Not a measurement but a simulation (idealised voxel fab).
Name of the process module below: voxel trench capacitor
Each square cell in cross-section cut measures 5 nm, and the section as a whole is 160 nm wide.
Think of the cross-section as a grid of square cells. We describe it in bands, top to bottom, and each band covers one or more rows of those cells. Heights first: top, then bottom, in nm. Then materials, left to right, each with a width in nm. "full width" on a single material: fills the band edge to edge. "air": empty space. Zero point of the height axis is 0; under it, received wafer = one material. Lowest band: continues down indefinitely, "0 down". With a width like "30..40", each row of cells in the band differs from the next by the same amount, the top row carrying the first number and the bottom row the second. The cross-section has no changed cell in any step marked "nothing altered". Empty spaces without an open route to the top, at least 8 cells in extent, make up the entry "Entrapped voids"; each is given as width x height at distance, where the distance is measured from the left edge, and all are in nm. On each step's line, the part that comes after the settings is the simulator's own comment on the step. overlay nm: on a step with a mask, how far right of its planned place the mask lay; negative means left.
### Process steps (planned)
1,RECEIVE (material Si)
2,CONFORMAL_DEP (material SiN; thk nm 5)
3,DIRECTIONAL_DEP (material aC; thk nm 15)
4,PATTERN (tone open; mask id TRENCH; material resist; width nm 15; pitch nm 35; thk nm 30; overlay nm 0)
5,DIRECTIONAL_ETCH (etch materials aC; depth nm 15)
6,STRIP (etch materials resist)
7,DIRECTIONAL_ETCH (etch materials SiN; depth nm 5)
8,DIRECTIONAL_ETCH (etch materials Si; depth nm 25)
9,STRIP (etch materials aC)
10,CONFORMAL_DEP (material Al2O3; thk nm 5)
11,FILL_DEP (material polySi; thk nm 5)
12,CMP (height nm 5)
### Incoming wafer in cross-section (state: after step 1)
  0 down  Si full width
  Entrapped voids: none
### Cross-section: first of two wafers, module finished, run according to plan
  5 to 0  55 of SiN, then 5 of Al2O3, then 5 of polySi, then 5 of Al2O3, then 20 of SiN, then 5 of Al2O3, then 5 of polySi, then 5 of Al2O3, then 55 of SiN
  0 to -20  55 of Si, then 5 of Al2O3, then 5 of polySi, then 5 of Al2O3, then 20 of Si, then 5 of Al2O3, then 5 of polySi, then 5 of Al2O3, then 55 of Si
  -20 to -25  55 of Si, then 15 of Al2O3, then 20 of Si, then 15 of Al2O3, then 55 of Si
  -25 down  Si full width
  Entrapped voids: none
### End-of-module cross-section of the second wafer: identical starting point and process plan to the first, with one processing mistake
  5 to 0  55 of SiN, then 5 of Al2O3, then 10 of polySi, then 5 of Al2O3, then 15 of SiN, then 5 of Al2O3, then 10 of polySi, then 5 of Al2O3, then 50 of SiN
  0 to -20  55 of Si, then 5 of Al2O3, then 10 of polySi, then 5 of Al2O3, then 15 of Si, then 5 of Al2O3, then 10 of polySi, then 5 of Al2O3, then 50 of Si
  -20 to -25  55 of Si, then 20 of Al2O3, then 15 of Si, then 20 of Al2O3, then 50 of Si
  -25 down  Si full width
  Entrapped voids: none
What broke from the plan during processing? in deviation from the planned setting, step 4 was conducted as PATTERN (tone open; mask id TRENCH; material resist; width nm 20; pitch nm 35; thk nm 30; overlay nm 0)
Final difference in cells, second wafer against first, listed per material as more or fewer: Al2O3 +2 | Si -10 | SiN -2 | polySi +10
